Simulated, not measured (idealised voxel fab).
The process module presented herein is designated voxel wiring stack.
Displayed cross-section: cut, width of 240 nm, square cells sized 5 nm.
In this document a cross-section is written as a grid of square cells. It is given as a series of bands, listed from the top down, and a band is one or more rows of cells. Each band's line starts with the height of the band's top and of its bottom, in nm. Then come its materials from left to right, each with its width in nm. One material with "everywhere" fills the band from edge to edge. "blank" is empty space. The level at which height equals 0 is the one under which the wafer, as it arrives, is entirely one material. No lower edge exists for the bottom band, which continues downward and is notated as in "0 and below". Note: "30->40" means the width goes from the first number (top row of the band) to the second number (bottom row) in equal steps per row of cells. "no change" -> step changed no cross-section cell. Any empty space of 8 cells or more lacking an open way to the top shows up in "Closed cavity list" as width x height at distance, distance from the left edge, in nm. Read whatever lies past the settings on a step's line as the simulator's own remark about the step. overlay nm: how far to the right of its planned place the mask lay on this masked step (negative: to the left). Quick note on how to read the rest: it's all pairs. You get the cross-section before a process step and the one after, but the after one only goes down as far as the lowest band that changed. The step in between, with its settings, sits under the pair. Heads up, the pairs can come from different runs of this module on the same starting wafer, so don't assume a pair picks up from the one above unless its "Incoming profile" entry says it does.

## Incoming profile
  105 down to 90  resist (60) / blank (20) / resist (30) / blank (20) / resist (30) / blank (20) / resist (60)
  90 down to 85  SiO2 (65) / blank (5) / SiO2 (45) / blank (5) / SiO2 (45) / blank (5) / SiO2 (70)
  85 down to 65  SiO2 everywhere
  65 down to 60  SiN (65) / SiO2 (5) / SiN (45) / SiO2 (5) / SiN (45) / SiO2 (5) / SiN (70)
  60 down to 55  SiCN (60) / SiN (15) / SiCN (35) / SiN (15) / SiCN (35) / SiN (15) / SiCN (65)
  55 down to 40  lowk everywhere
  40 down to 15  lowk (55) / SiCN (5) / Ru (20) / SiCN (5) / lowk (20) / SiCN (5) / Ru (20) / SiCN (5) / lowk (20) / SiCN (5) / Ru (20) / SiCN (5) / lowk (55)
  15 down to 10  SiCN (60) / TiN (20) / SiCN (30) / TiN (20) / SiCN (30) / TiN (20) / SiCN (60)
  10 down to 0  SiO2 everywhere
  0 and below  Si everywhere
  Closed cavity list: none

## After the Step
  105 down to 90  resist (60) / blank (20) / resist (30) / blank (20) / resist (30) / blank (20) / resist (60)
  90 down to 65  SiO2 (60) / blank (20) / SiO2 (30) / blank (20) / SiO2 (30) / blank (20) / SiO2 (60)
  65 down to 60  SiN (65) / blank (5) / SiN (45) / blank (5) / SiN (45) / blank (5) / SiN (70)
  At heights below 60, the structure remains unaltered.
  Closed cavity list: none
The process step separating the two cross-sections depicted above is as follows: DIRECTIONAL_ETCH with etch materials SiO2, depth nm 25

Incoming profile: as in the pair right above, post-step view.

## After the Step
  105 down to 90  resist (60) / blank (20) / resist (30) / blank (20) / resist (30) / blank (20) / resist (60)
  90 down to 65  SiO2 (60) / blank (20) / SiO2 (30) / blank (20) / SiO2 (30) / blank (20) / SiO2 (60)
  65 down to 60  SiN (60) / blank (20) / SiN (30) / blank (20) / SiN (30) / blank (20) / SiN (60)
  60 down to 55  SiCN (60) / SiN (5) / blank (5) / SiN (5) / SiCN (35) / SiN (5) / blank (5) / SiN (5) / SiCN (35) / SiN (5) / blank (5) / SiN (5) / SiCN (65)
  At heights below 55, the structure remains unaltered.
  Closed cavity list: none
The process step separating the two cross-sections depicted above is as follows: DIRECTIONAL_ETCH with etch materials SiN, depth nm 5

Incoming profile: as in the pair right above, post-step view.

## After the Step
  90 down to 65  SiO2 (60) / blank (20) / SiO2 (30) / blank (20) / SiO2 (30) / blank (20) / SiO2 (60)
  At heights below 65, the structure remains unaltered.
  Closed cavity list: none
The process step separating the two cross-sections depicted above is as follows: STRIP with etch materials resist

Incoming profile: as in the pair right above, post-step view.

## After the Step
  95 down to 90  TiN (65) / blank (10) / TiN (40) / blank (10) / TiN (40) / blank (10) / TiN (65)
  90 down to 65  SiO2 (60) / TiN (5) / blank (10) / TiN (5) / SiO2 (30) / TiN (5) / blank (10) / TiN (5) / SiO2 (30) / TiN (5) / blank (10) / TiN (5) / SiO2 (60)
  65 down to 60  SiN (60) / TiN (20) / SiN (30) / TiN (20) / SiN (30) / TiN (20) / SiN (60)
  60 down to 55  SiCN (60) / SiN (5) / TiN (5) / SiN (5) / SiCN (35) / SiN (5) / TiN (5) / SiN (5) / SiCN (35) / SiN (5) / TiN (5) / SiN (5) / SiCN (65)
  At heights below 55, the structure remains unaltered.
  Closed cavity list: none
The process step separating the two cross-sections depicted above is as follows: CONFORMAL_DEP with material TiN, thk nm 5

Incoming profile: as in the pair right above, post-step view.

## After the Step
  105 down to 95  Ru everywhere
  95 down to 90  TiN (65) / Ru (10) / TiN (40) / Ru (10) / TiN (40) / Ru (10) / TiN (65)
  90 down to 65  SiO2 (60) / TiN (5) / Ru (10) / TiN (5) / SiO2 (30) / TiN (5) / Ru (10) / TiN (5) / SiO2 (30) / TiN (5) / Ru (10) / TiN (5) / SiO2 (60)
  At heights below 65, the structure remains unaltered.
  Closed cavity list: none
The process step separating the two cross-sections depicted above is as follows: FILL_DEP with material Ru, thk nm 10

Incoming profile: as in the pair right above, post-step view.

## After the Step
  90 down to 65  SiO2 (60) / TiN (5) / Ru (10) / TiN (5) / SiO2 (30) / TiN (5) / Ru (10) / TiN (5) / SiO2 (30) / TiN (5) / Ru (10) / TiN (5) / SiO2 (60)
  At heights below 65, the structure remains unaltered.
  Closed cavity list: none
The process step separating the two cross-sections depicted above is as follows: CMP with height nm 90

Incoming profile: as in the pair right above, post-step view.

## After the Step
  95 down to 90  SiCN everywhere
  At heights below 90, the structure remains unaltered.
  Closed cavity list: none
The process step separating the two cross-sections depicted above is as follows: CONFORMAL_DEP with material SiCN, thk nm 5

Incoming profile: as in the pair right above, post-step view.

## After the Step
  125 down to 95  lowk everywhere
  At heights below 95, the structure remains unaltered.
  Closed cavity list: none
The process step separating the two cross-sections depicted above is as follows: DIRECTIONAL_DEP with material lowk, thk nm 30

Incoming profile: as in the pair right above, post-step view.

## After the Step
  125 down to 110  lowk (60) / blank (20) / lowk (30) / blank (20) / lowk (30) / blank (20) / lowk (60)
  At heights below 110, the structure remains unaltered.
  Closed cavity list: none
The process step separating the two cross-sections depicted above is as follows: MASKED_ETCH with tone open, mask id METAL_3, width nm 20, pitch nm 50, etch materials lowk, depth nm 15, overlay nm 0

Incoming profile: as in the pair right above, post-step view.

## After the Step
  145 down to 125  resist (60) / blank (15) / resist (85) / blank (15) / resist (65)
  125 down to 110  lowk (60) / blank (15) / resist (5) / lowk (30) / resist (20) / lowk (30) / blank (15) / resist (5) / lowk (60)
  At heights below 110, the structure remains unaltered.
  Closed cavity list: none
The process step separating the two cross-sections depicted above is as follows: PATTERN with tone open, mask id METAL_3_HOLES, material resist, width nm 15, pitch nm 100, thk nm 20, overlay nm 0

Incoming profile: as in the pair right above, post-step view.

## After the Step
  145 down to 125  resist (60) / blank (15) / resist (85) / blank (15) / resist (65)
  125 down to 110  lowk (60) / blank (15) / resist (5) / lowk (30) / resist (20) / lowk (30) / blank (15) / resist (5) / lowk (60)
  110 down to 95  lowk (60) / blank (15) / lowk (85) / blank (15) / lowk (65)
  At heights below 95, the structure remains unaltered.
  Closed cavity list: none
The process step separating the two cross-sections depicted above is as follows: DIRECTIONAL_ETCH with etch materials lowk, depth nm 15

Incoming profile: as in the pair right above, post-step view.

## After the Step
  145 down to 125  resist (60) / blank (15) / resist (85) / blank (15) / resist (65)
  125 down to 110  lowk (60) / blank (15) / resist (5) / lowk (30) / resist (20) / lowk (30) / blank (15) / resist (5) / lowk (60)
  110 down to 95  lowk (60) / blank (15) / lowk (85) / blank (15) / lowk (65)
  95 down to 90  SiCN (60) / blank (15) / SiCN (85) / blank (15) / SiCN (65)
  At heights below 90, the structure remains unaltered.
  Closed cavity list: none
The process step separating the two cross-sections depicted above is as follows: DIRECTIONAL_ETCH with etch materials SiCN, depth nm 5

Incoming profile: as in the pair right above, post-step view.

## After the Step
  125 down to 110  lowk (60) / blank (20) / lowk (30) / blank (20) / lowk (30) / blank (20) / lowk (60)
  At heights below 110, the structure remains unaltered.
  Closed cavity list: none
The process step separating the two cross-sections depicted above is as follows: STRIP with etch materials resist

Incoming profile: as in the pair right above, post-step view.

## After the Step
  130 down to 125  TiN (65) / blank (10) / TiN (40) / blank (10) / TiN (40) / blank (10) / TiN (65)
  125 down to 115  lowk (60) / TiN (5) / blank (10) / TiN (5) / lowk (30) / TiN (5) / blank (10) / TiN (5) / lowk (30) / TiN (5) / blank (10) / TiN (5) / lowk (60)
  115 down to 110  lowk (60) / TiN (5) / blank (5) / TiN (10) / lowk (30) / TiN (20) / lowk (30) / TiN (5) / blank (5) / TiN (10) / lowk (60)
  110 down to 95  lowk (60) / TiN (5) / blank (5) / TiN (5) / lowk (85) / TiN (5) / blank (5) / TiN (5) / lowk (65)
  95 down to 90  SiCN (60) / TiN (15) / SiCN (85) / TiN (15) / SiCN (65)
  At heights below 90, the structure remains unaltered.
  Closed cavity list: none
The process step separating the two cross-sections depicted above is as follows: CONFORMAL_DEP with material TiN, thk nm 5

Incoming profile: as in the pair right above, post-step view.

## After the Step
  140 down to 130  Ru everywhere
  130 down to 125  TiN (65) / Ru (10) / TiN (40) / Ru (10) / TiN (40) / Ru (10) / TiN (65)
  125 down to 115  lowk (60) / TiN (5) / Ru (10) / TiN (5) / lowk (30) / TiN (5) / Ru (10) / TiN (5) / lowk (30) / TiN (5) / Ru (10) / TiN (5) / lowk (60)
  115 down to 110  lowk (60) / TiN (5) / Ru (5) / TiN (10) / lowk (30) / TiN (20) / lowk (30) / TiN (5) / Ru (5) / TiN (10) / lowk (60)
  110 down to 95  lowk (60) / TiN (5) / Ru (5) / TiN (5) / lowk (85) / TiN (5) / Ru (5) / TiN (5) / lowk (65)
  At heights below 95, the structure remains unaltered.
  Closed cavity list: none
The process step separating the two cross-sections depicted above is as follows: FILL_DEP with material Ru, thk nm 10

Incoming profile: as in the pair right above, post-step view.

## After the Step
  125 down to 115  lowk (60) / TiN (5) / Ru (10) / TiN (5) / lowk (30) / TiN (5) / Ru (10) / TiN (5) / lowk (30) / TiN (5) / Ru (10) / TiN (5) / lowk (60)
  At heights below 115, the structure remains unaltered.
  Closed cavity list: none
The process step separating the two cross-sections depicted above is as follows: CMP with height nm 125

Incoming profile: as in the pair right above, post-step view.

## After the Step
  130 down to 125  SiCN everywhere
  At heights below 125, the structure remains unaltered.
  Closed cavity list: none
The process step separating the two cross-sections depicted above is as follows: CONFORMAL_DEP with material SiCN, thk nm 5

Incoming profile: as in the pair right above, post-step view.

## After the Step
  160 down to 130  SiO2 everywhere
  At heights below 130, the structure remains unaltered.
  Closed cavity list: none
The process step separating the two cross-sections depicted above is as follows: DIRECTIONAL_DEP with material SiO2, thk nm 30

Incoming profile: as in the pair right above, post-step view.

## After the Step
  170 down to 160  aC everywhere
  At heights below 160, the structure remains unaltered.
  Closed cavity list: none
The process step separating the two cross-sections depicted above is as follows: DIRECTIONAL_DEP with material aC, thk nm 10

Incoming profile: as in the pair right above, post-step view.

## After the Step
  200 down to 170  resist (60) / blank (20) / resist (30) / blank (20) / resist (30) / blank (20) / resist (60)
  At heights below 170, the structure remains unaltered.
  Closed cavity list: none
The process step separating the two cross-sections depicted above is as follows: PATTERN with tone open, mask id METAL_4, material resist, width nm 20, pitch nm 50, thk nm 30, overlay nm 0

Incoming profile: as in the pair right above, post-step view.

## After the Step
  190 down to 170  resist (60) / blank (20) / resist (30) / blank (20) / resist (30) / blank (20) / resist (60)
  170 down to 160  aC (60) / blank (20) / aC (30) / blank (20) / aC (30) / blank (20) / aC (60)
  At heights below 160, the structure remains unaltered.
  Closed cavity list: none
The process step separating the two cross-sections depicted above is as follows: DIRECTIONAL_ETCH with etch materials aC, depth nm 10

Incoming profile: as in the pair right above, post-step view.

## After the Step
  170 down to 160  aC (60) / blank (20) / aC (30) / blank (20) / aC (30) / blank (20) / aC (60)
  At heights below 160, the structure remains unaltered.
  Closed cavity list: none
The process step separating the two cross-sections depicted above is as follows: STRIP with etch materials resist

Incoming profile: as in the pair right above, post-step view.

## After the Step
  170 down to 160  aC (60) / blank (20) / aC (30) / blank (20) / aC (30) / blank (20) / aC (60)
  160 down to 145  SiO2 (60) / blank (20) / SiO2 (30) / blank (20) / SiO2 (30) / blank (20) / SiO2 (60)
  At heights below 145, the structure remains unaltered.
  Closed cavity list: none
The process step separating the two cross-sections depicted above is as follows: DIRECTIONAL_ETCH with etch materials SiO2, depth nm 15

Incoming profile: as in the pair right above, post-step view.

## After the Step
  160 down to 145  SiO2 (60) / blank (20) / SiO2 (30) / blank (20) / SiO2 (30) / blank (20) / SiO2 (60)
  At heights below 145, the structure remains unaltered.
  Closed cavity list: none
The process step separating the two cross-sections depicted above is as follows: STRIP with etch materials aC

Incoming profile: as in the pair right above, post-step view.

## After the Step
  160 down to 145  SiO2 (60) / blank (20) / SiO2 (30) / blank (20) / SiO2 (30) / blank (20) / SiO2 (60)
  145 down to 130  SiO2 (60) / blank (15) / SiO2 (85) / blank (15) / SiO2 (65)
  At heights below 130, the structure remains unaltered.
  Closed cavity list: none
The process step separating the two cross-sections depicted above is as follows: MASKED_ETCH with tone open, mask id METAL_4_HOLES, width nm 15, pitch nm 100, etch materials SiO2, depth nm 15, overlay nm 0

Incoming profile: as in the pair right above, post-step view.

## After the Step
  160 down to 145  SiO2 (60) / blank (20) / SiO2 (30) / blank (20) / SiO2 (30) / blank (20) / SiO2 (60)
  145 down to 130  SiO2 (60) / blank (15) / SiO2 (85) / blank (15) / SiO2 (65)
  130 down to 125  SiCN (60) / blank (15) / SiCN (85) / blank (15) / SiCN (65)
  At heights below 125, the structure remains unaltered.
  Closed cavity list: none
The process step separating the two cross-sections depicted above is as follows: MASKED_ETCH with tone open, mask id METAL_4_HOLES, width nm 15, pitch nm 100, etch materials SiCN, depth nm 5, overlay nm 0

Incoming profile: as in the pair right above, post-step view.

## After the Step
  165 down to 160  TiN (65) / blank (10) / TiN (40) / blank (10) / TiN (40) / blank (10) / TiN (65)
  160 down to 150  SiO2 (60) / TiN (5) / blank (10) / TiN (5) / SiO2 (30) / TiN (5) / blank (10) / TiN (5) / SiO2 (30) / TiN (5) / blank (10) / TiN (5) / SiO2 (60)
  150 down to 145  SiO2 (60) / TiN (5) / blank (5) / TiN (10) / SiO2 (30) / TiN (20) / SiO2 (30) / TiN (5) / blank (5) / TiN (10) / SiO2 (60)
  145 down to 130  SiO2 (60) / TiN (5) / blank (5) / TiN (5) / SiO2 (85) / TiN (5) / blank (5) / TiN (5) / SiO2 (65)
  130 down to 125  SiCN (60) / TiN (15) / SiCN (85) / TiN (15) / SiCN (65)
  At heights below 125, the structure remains unaltered.
  Closed cavity list: none
The process step separating the two cross-sections depicted above is as follows: CONFORMAL_DEP with material TiN, thk nm 5

Incoming profile: as in the pair right above, post-step view.

## After the Step
  170 down to 165  Cu everywhere
  165 down to 160  TiN (65) / Cu (10) / TiN (40) / Cu (10) / TiN (40) / Cu (10) / TiN (65)
  160 down to 150  SiO2 (60) / TiN (5) / Cu (10) / TiN (5) / SiO2 (30) / TiN (5) / Cu (10) / TiN (5) / SiO2 (30) / TiN (5) / Cu (10) / TiN (5) / SiO2 (60)
  150 down to 145  SiO2 (60) / TiN (5) / Cu (5) / TiN (10) / SiO2 (30) / TiN (20) / SiO2 (30) / TiN (5) / Cu (5) / TiN (10) / SiO2 (60)
  145 down to 130  SiO2 (60) / TiN (5) / Cu (5) / TiN (5) / SiO2 (85) / TiN (5) / Cu (5) / TiN (5) / SiO2 (65)
  At heights below 130, the structure remains unaltered.
  Closed cavity list: none
The process step separating the two cross-sections depicted above is as follows: FILL_DEP with material Cu, thk nm 5

Incoming profile: as in the pair right above, post-step view.

## After the Step
  160 down to 150  SiO2 (60) / TiN (5) / Cu (10) / TiN (5) / SiO2 (30) / TiN (5) / Cu (10) / TiN (5) / SiO2 (30) / TiN (5) / Cu (10) / TiN (5) / SiO2 (60)
  At heights below 150, the structure remains unaltered.
  Closed cavity list: none
The process step separating the two cross-sections depicted above is as follows: CMP with height nm 160

Incoming profile: as in the pair right above, post-step view.

## After the Step
  165 down to 160  SiCN everywhere
  At heights below 160, the structure remains unaltered.
  Closed cavity list: none
The process step separating the two cross-sections depicted above is as follows: CONFORMAL_DEP with material SiCN, thk nm 5

## Incoming profile
  170 down to 160  aC (60) / blank (20) / aC (30) / blank (20) / aC (30) / blank (20) / aC (60)
  160 down to 130  SiO2 everywhere
  130 down to 125  SiCN everywhere
  125 down to 115  lowk (60) / TiN (5) / Ru (10) / TiN (5) / lowk (30) / TiN (5) / Ru (10) / TiN (5) / lowk (30) / TiN (5) / Ru (10) / TiN (5) / lowk (60)
  115 down to 110  lowk (60) / TiN (5) / Ru (5) / TiN (10) / lowk (30) / TiN (20) / lowk (30) / TiN (5) / Ru (5) / TiN (10) / lowk (60)
  110 down to 95  lowk (60) / TiN (5) / Ru (5) / TiN (5) / lowk (85) / TiN (5) / Ru (5) / TiN (5) / lowk (65)
  95 down to 90  SiCN (60) / TiN (15) / SiCN (85) / TiN (15) / SiCN (65)
  90 down to 65  SiO2 (60) / TiN (5) / Ru (10) / TiN (5) / SiO2 (30) / TiN (5) / Ru (10) / TiN (5) / SiO2 (30) / TiN (5) / Ru (10) / TiN (5) / SiO2 (60)
  65 down to 60  SiN (60) / TiN (20) / SiN (30) / TiN (20) / SiN (30) / TiN (20) / SiN (60)
  60 down to 45  lowk (60) / Ru (15) / lowk (35) / Ru (15) / lowk (35) / Ru (15) / lowk (65)
  45 down to 40  SiCN (60) / Ru (15) / SiCN (35) / Ru (15) / SiCN (35) / Ru (15) / SiCN (65)
  40 down to 15  lowk (55) / SiCN (5) / Ru (20) / SiCN (5) / lowk (20) / SiCN (5) / Ru (20) / SiCN (5) / lowk (20) / SiCN (5) / Ru (20) / SiCN (5) / lowk (55)
  15 down to 10  SiCN (60) / TiN (20) / SiCN (30) / TiN (20) / SiCN (30) / TiN (20) / SiCN (60)
  10 down to 0  SiO2 everywhere
  0 and below  Si everywhere
  Closed cavity list: none

## After the Step
  170 down to 160  aC (60) / blank (20) / aC (30) / blank (20) / aC (30) / blank (20) / aC (60)
  160 down to 140  SiO2 (60) / blank (20) / SiO2 (30) / blank (20) / SiO2 (30) / blank (20) / SiO2 (60)
  At heights below 140, the structure remains unaltered.
  Closed cavity list: none
The process step separating the two cross-sections depicted above is as follows: DIRECTIONAL_ETCH with etch materials SiO2, depth nm 20

Incoming profile: as in the pair right above, post-step view.

## After the Step
  160 down to 140  SiO2 (60) / blank (20) / SiO2 (30) / blank (20) / SiO2 (30) / blank (20) / SiO2 (60)
  At heights below 140, the structure remains unaltered.
  Closed cavity list: none
The process step separating the two cross-sections depicted above is as follows: STRIP with etch materials aC

Incoming profile: as in the pair right above, post-step view.

## After the Step
  160 down to 140  SiO2 (60) / blank (20) / SiO2 (30) / blank (20) / SiO2 (30) / blank (20) / SiO2 (60)
  140 down to 130  SiO2 (60) / blank (15) / SiO2 (85) / blank (15) / SiO2 (65)
  At heights below 130, the structure remains unaltered.
  Closed cavity list: none
The process step separating the two cross-sections depicted above is as follows: MASKED_ETCH with tone open, mask id METAL_4_HOLES, width nm 15, pitch nm 100, etch materials SiO2, depth nm 15, overlay nm 0

Incoming profile: as in the pair right above, post-step view.

## After the Step
  160 down to 140  SiO2 (60) / blank (20) / SiO2 (30) / blank (20) / SiO2 (30) / blank (20) / SiO2 (60)
  140 down to 130  SiO2 (60) / blank (15) / SiO2 (85) / blank (15) / SiO2 (65)
  130 down to 125  SiCN (60) / blank (15) / SiCN (85) / blank (15) / SiCN (65)
  At heights below 125, the structure remains unaltered.
  Closed cavity list: none
The process step separating the two cross-sections depicted above is as follows: MASKED_ETCH with tone open, mask id METAL_4_HOLES, width nm 15, pitch nm 100, etch materials SiCN, depth nm 5, overlay nm 0

Incoming profile: as in the pair right above, post-step view.

## After the Step
  165 down to 160  TiN (65) / blank (10) / TiN (40) / blank (10) / TiN (40) / blank (10) / TiN (65)
  160 down to 145  SiO2 (60) / TiN (5) / blank (10) / TiN (5) / SiO2 (30) / TiN (5) / blank (10) / TiN (5) / SiO2 (30) / TiN (5) / blank (10) / TiN (5) / SiO2 (60)
  145 down to 140  SiO2 (60) / TiN (5) / blank (5) / TiN (10) / SiO2 (30) / TiN (20) / SiO2 (30) / TiN (5) / blank (5) / TiN (10) / SiO2 (60)
  140 down to 130  SiO2 (60) / TiN (5) / blank (5) / TiN (5) / SiO2 (85) / TiN (5) / blank (5) / TiN (5) / SiO2 (65)
  130 down to 125  SiCN (60) / TiN (15) / SiCN (85) / TiN (15) / SiCN (65)
  At heights below 125, the structure remains unaltered.
  Closed cavity list: none
The process step separating the two cross-sections depicted above is as follows: CONFORMAL_DEP with material TiN, thk nm 5

Incoming profile: as in the pair right above, post-step view.

## After the Step
  170 down to 165  Cu everywhere
  165 down to 160  TiN (65) / Cu (10) / TiN (40) / Cu (10) / TiN (40) / Cu (10) / TiN (65)
  160 down to 145  SiO2 (60) / TiN (5) / Cu (10) / TiN (5) / SiO2 (30) / TiN (5) / Cu (10) / TiN (5) / SiO2 (30) / TiN (5) / Cu (10) / TiN (5) / SiO2 (60)
  145 down to 140  SiO2 (60) / TiN (5) / Cu (5) / TiN (10) / SiO2 (30) / TiN (20) / SiO2 (30) / TiN (5) / Cu (5) / TiN (10) / SiO2 (60)
  140 down to 130  SiO2 (60) / TiN (5) / Cu (5) / TiN (5) / SiO2 (85) / TiN (5) / Cu (5) / TiN (5) / SiO2 (65)
  At heights below 130, the structure remains unaltered.
  Closed cavity list: none
The process step separating the two cross-sections depicted above is as follows: FILL_DEP with material Cu, thk nm 5

Incoming profile: as in the pair right above, post-step view.

## After the Step
  160 down to 145  SiO2 (60) / TiN (5) / Cu (10) / TiN (5) / SiO2 (30) / TiN (5) / Cu (10) / TiN (5) / SiO2 (30) / TiN (5) / Cu (10) / TiN (5) / SiO2 (60)
  At heights below 145, the structure remains unaltered.
  Closed cavity list: none
The process step separating the two cross-sections depicted above is as follows: CMP with height nm 160

Incoming profile: as in the pair right above, post-step view.

## After the Step
  165 down to 160  SiCN everywhere
  At heights below 160, the structure remains unaltered.
  Closed cavity list: none
The process step separating the two cross-sections depicted above is as follows: CONFORMAL_DEP with material SiCN, thk nm 5

## Incoming profile
  90 down to 65  SiO2 everywhere
  65 down to 60  SiN everywhere
  60 down to 45  lowk (60) / Ru (15) / lowk (35) / Ru (15) / lowk (35) / Ru (15) / lowk (65)
  45 down to 40  SiCN (60) / Ru (15) / SiCN (35) / Ru (15) / SiCN (35) / Ru (15) / SiCN (65)
  40 down to 15  lowk (55) / SiCN (5) / Ru (20) / SiCN (5) / lowk (20) / SiCN (5) / Ru (20) / SiCN (5) / lowk (20) / SiCN (5) / Ru (20) / SiCN (5) / lowk (55)
  15 down to 10  SiCN (60) / TiN (20) / SiCN (30) / TiN (20) / SiCN (30) / TiN (20) / SiCN (60)
  10 down to 0  SiO2 everywhere
  0 and below  Si everywhere
  Closed cavity list: none

## After the Step
  105 down to 90  resist (60) / blank (25) / resist (25) / blank (25) / resist (25) / blank (25) / resist (55)
  At heights below 90, the structure remains unaltered.
  Closed cavity list: none
The process step separating the two cross-sections depicted above is as follows: PATTERN with tone open, mask id METAL_2, material resist, width nm 25, pitch nm 50, thk nm 15, overlay nm 0

Incoming profile: as in the pair right above, post-step view.

## After the Step
  105 down to 90  resist (60) / blank (25) / resist (25) / blank (25) / resist (25) / blank (25) / resist (55)
  90 down to 65  SiO2 (60) / blank (25) / SiO2 (25) / blank (25) / SiO2 (25) / blank (25) / SiO2 (55)
  At heights below 65, the structure remains unaltered.
  Closed cavity list: none
The process step separating the two cross-sections depicted above is as follows: DIRECTIONAL_ETCH with etch materials SiO2, depth nm 25

Incoming profile: as in the pair right above, post-step view.

## After the Step
  105 down to 90  resist (60) / blank (25) / resist (25) / blank (25) / resist (25) / blank (25) / resist (55)
  90 down to 65  SiO2 (60) / blank (25) / SiO2 (25) / blank (25) / SiO2 (25) / blank (25) / SiO2 (55)
  65 down to 60  SiN (60) / blank (25) / SiN (25) / blank (25) / SiN (25) / blank (25) / SiN (55)
  At heights below 60, the structure remains unaltered.
  Closed cavity list: none
The process step separating the two cross-sections depicted above is as follows: DIRECTIONAL_ETCH with etch materials SiN, depth nm 5

Incoming profile: as in the pair right above, post-step view.

## After the Step
  90 down to 65  SiO2 (60) / blank (25) / SiO2 (25) / blank (25) / SiO2 (25) / blank (25) / SiO2 (55)
  At heights below 65, the structure remains unaltered.
  Closed cavity list: none
The process step separating the two cross-sections depicted above is as follows: STRIP with etch materials resist

Incoming profile: as in the pair right above, post-step view.

## After the Step
  95 down to 90  TiN (65) / blank (15) / TiN (35) / blank (15) / TiN (35) / blank (15) / TiN (60)
  90 down to 65  SiO2 (60) / TiN (5) / blank (15) / TiN (5) / SiO2 (25) / TiN (5) / blank (15) / TiN (5) / SiO2 (25) / TiN (5) / blank (15) / TiN (5) / SiO2 (55)
  65 down to 60  SiN (60) / TiN (25) / SiN (25) / TiN (25) / SiN (25) / TiN (25) / SiN (55)
  At heights below 60, the structure remains unaltered.
  Closed cavity list: none
The process step separating the two cross-sections depicted above is as follows: CONFORMAL_DEP with material TiN, thk nm 5

Incoming profile: as in the pair right above, post-step view.

## After the Step
  105 down to 95  Ru everywhere
  95 down to 90  TiN (65) / Ru (15) / TiN (35) / Ru (15) / TiN (35) / Ru (15) / TiN (60)
  90 down to 65  SiO2 (60) / TiN (5) / Ru (15) / TiN (5) / SiO2 (25) / TiN (5) / Ru (15) / TiN (5) / SiO2 (25) / TiN (5) / Ru (15) / TiN (5) / SiO2 (55)
  At heights below 65, the structure remains unaltered.
  Closed cavity list: none
The process step separating the two cross-sections depicted above is as follows: FILL_DEP with material Ru, thk nm 10

Incoming profile: as in the pair right above, post-step view.

## After the Step
  90 down to 65  SiO2 (60) / TiN (5) / Ru (15) / TiN (5) / SiO2 (25) / TiN (5) / Ru (15) / TiN (5) / SiO2 (25) / TiN (5) / Ru (15) / TiN (5) / SiO2 (55)
  At heights below 65, the structure remains unaltered.
  Closed cavity list: none
The process step separating the two cross-sections depicted above is as follows: CMP with height nm 90

Incoming profile: as in the pair right above, post-step view.

## After the Step
  95 down to 90  SiCN everywhere
  At heights below 90, the structure remains unaltered.
  Closed cavity list: none
The process step separating the two cross-sections depicted above is as follows: CONFORMAL_DEP with material SiCN, thk nm 5

Incoming profile: as in the pair right above, post-step view.

## After the Step
  125 down to 95  lowk everywhere
  At heights below 95, the structure remains unaltered.
  Closed cavity list: none
The process step separating the two cross-sections depicted above is as follows: DIRECTIONAL_DEP with material lowk, thk nm 30

Incoming profile: as in the pair right above, post-step view.

## After the Step
  125 down to 110  lowk (60) / blank (20) / lowk (30) / blank (20) / lowk (30) / blank (20) / lowk (60)
  At heights below 110, the structure remains unaltered.
  Closed cavity list: none
The process step separating the two cross-sections depicted above is as follows: MASKED_ETCH with tone open, mask id METAL_3, width nm 20, pitch nm 50, etch materials lowk, depth nm 15, overlay nm 0

Incoming profile: as in the pair right above, post-step view.

## After the Step
  145 down to 125  resist (60) / blank (15) / resist (85) / blank (15) / resist (65)
  125 down to 110  lowk (60) / blank (15) / resist (5) / lowk (30) / resist (20) / lowk (30) / blank (15) / resist (5) / lowk (60)
  At heights below 110, the structure remains unaltered.
  Closed cavity list: none
The process step separating the two cross-sections depicted above is as follows: PATTERN with tone open, mask id METAL_3_HOLES, material resist, width nm 15, pitch nm 100, thk nm 20, overlay nm 0

Incoming profile: as in the pair right above, post-step view.

## After the Step
  145 down to 125  resist (60) / blank (15) / resist (85) / blank (15) / resist (65)
  125 down to 110  lowk (60) / blank (15) / resist (5) / lowk (30) / resist (20) / lowk (30) / blank (15) / resist (5) / lowk (60)
  110 down to 95  lowk (60) / blank (15) / lowk (85) / blank (15) / lowk (65)
  At heights below 95, the structure remains unaltered.
  Closed cavity list: none
The process step separating the two cross-sections depicted above is as follows: DIRECTIONAL_ETCH with etch materials lowk, depth nm 15

Incoming profile: as in the pair right above, post-step view.

## After the Step
  145 down to 125  resist (60) / blank (15) / resist (85) / blank (15) / resist (65)
  125 down to 110  lowk (60) / blank (15) / resist (5) / lowk (30) / resist (20) / lowk (30) / blank (15) / resist (5) / lowk (60)
  110 down to 95  lowk (60) / blank (15) / lowk (85) / blank (15) / lowk (65)
  95 down to 90  SiCN (60) / blank (15) / SiCN (85) / blank (15) / SiCN (65)
  At heights below 90, the structure remains unaltered.
  Closed cavity list: none
The process step separating the two cross-sections depicted above is as follows: DIRECTIONAL_ETCH with etch materials SiCN, depth nm 5

Incoming profile: as in the pair right above, post-step view.

## After the Step
  125 down to 110  lowk (60) / blank (20) / lowk (30) / blank (20) / lowk (30) / blank (20) / lowk (60)
  At heights below 110, the structure remains unaltered.
  Closed cavity list: none
The process step separating the two cross-sections depicted above is as follows: STRIP with etch materials resist

Incoming profile: as in the pair right above, post-step view.

## After the Step
  130 down to 125  TiN (65) / blank (10) / TiN (40) / blank (10) / TiN (40) / blank (10) / TiN (65)
  125 down to 115  lowk (60) / TiN (5) / blank (10) / TiN (5) / lowk (30) / TiN (5) / blank (10) / TiN (5) / lowk (30) / TiN (5) / blank (10) / TiN (5) / lowk (60)
  115 down to 110  lowk (60) / TiN (5) / blank (5) / TiN (10) / lowk (30) / TiN (20) / lowk (30) / TiN (5) / blank (5) / TiN (10) / lowk (60)
  110 down to 95  lowk (60) / TiN (5) / blank (5) / TiN (5) / lowk (85) / TiN (5) / blank (5) / TiN (5) / lowk (65)
  95 down to 90  SiCN (60) / TiN (15) / SiCN (85) / TiN (15) / SiCN (65)
  At heights below 90, the structure remains unaltered.
  Closed cavity list: none
The process step separating the two cross-sections depicted above is as follows: CONFORMAL_DEP with material TiN, thk nm 5
